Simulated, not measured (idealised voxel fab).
Presented below is a process module, voxel self aligned vias.
Xsec cut, 145 nm wide, square cell size 5 nm.
The cross-sections in this document take the form of a grid made of square cells. They are written out as bands, in order from top to bottom. Each band consists of one or more rows of cells. Band: top height; bottom height; in nm. Then, left to right: material with width in nm, for each material. "everywhere": a single material spanning edge to edge. "blank": empty space. Ref level 0: as-received wafer is one material below here. Bottom band extends down with no lower bound ("0 nm and below"). So if you see something like "30..40" for the width, read it as the top row of the band sitting at the first number and the bottom row at the second, with every row in between moving by the same amount as the last. For the purposes of this document, the phrase "no modification" attached to a step denotes that no cell within the cross-section was modified by that step. Closed-off voids of 8+ cells (no open route to the top) go in "Tabulated closed voids", written width x height at distance from the left edge, in nm. On each step's line, the part that comes after the settings is the simulator's own comment on the step. If you see "overlay nm" on a step's line and that step has a mask, it's telling you how far right of where it was planned the mask ended up; a negative number means it went left instead.
Planned step list for the process
1. RECEIVE: material Si
2. CONFORMAL_DEP: material SiO2, thk nm 10
3. CONFORMAL_DEP: material SiCN, thk nm 5
4. DIRECTIONAL_DEP: material SiO2, thk nm 20
5. MASKED_ETCH: tone open, mask id LINES, width nm 20, pitch nm 45, etch materials SiO2, depth nm 20, overlay nm 0
6. CONFORMAL_DEP: material TiN, thk nm 5
7. FILL_DEP: material W, thk nm 5
8. CMP: height nm 35
9. SELECTIVE_ETCH: etch materials W Ru TiN, depth nm 10
10. FILL_DEP: material SiN, thk nm 10
11. CMP: height nm 35
12. DIRECTIONAL_DEP: material SiO2, thk nm 15
13. PATTERN: tone open, mask id VIAS, material resist, width nm 30, thk nm 20, overlay nm 0
14. DIRECTIONAL_ETCH: etch materials SiO2, depth nm 15
15. DIRECTIONAL_ETCH: etch materials SiN, depth nm 10
16. STRIP: etch materials resist
17. CONFORMAL_DEP: material TiN, thk nm 5
18. FILL_DEP: material W, thk nm 5
19. CMP: height nm 50
20. CONFORMAL_DEP: material SiCN, thk nm 5
Wafer at receipt (post step 1), cross-section
  0 nm and below  Si everywhere
  Tabulated closed voids: none
End state of the module in cross-section, given the above starting point and plan and one mistake in execution
  55 nm to 50 nm  SiCN everywhere
  50 nm to 35 nm  35 nm SiO2; 5 nm TiN; 20 nm W; 5 nm TiN; 80 nm SiO2
  35 nm to 30 nm  35 nm SiN; 5 nm TiN; 20 nm W; 5 nm TiN; 80 nm SiN
  30 nm to 25 nm  35 nm SiN; 30 nm TiN; 80 nm SiN
  25 nm to 10 nm  40 nm SiO2; 5 nm TiN; 10 nm W; 5 nm TiN; 25 nm SiO2; 5 nm TiN; 10 nm W; 5 nm TiN; 40 nm SiO2
  10 nm to 5 nm  40 nm SiO2; 20 nm TiN; 25 nm SiO2; 20 nm TiN; 40 nm SiO2
  5 nm to 0 nm  SiCN everywhere
  0 nm and below  Si everywhere
  Tabulated closed voids: none
what went wrong: step 2 of the plan was bypassed and not carried out
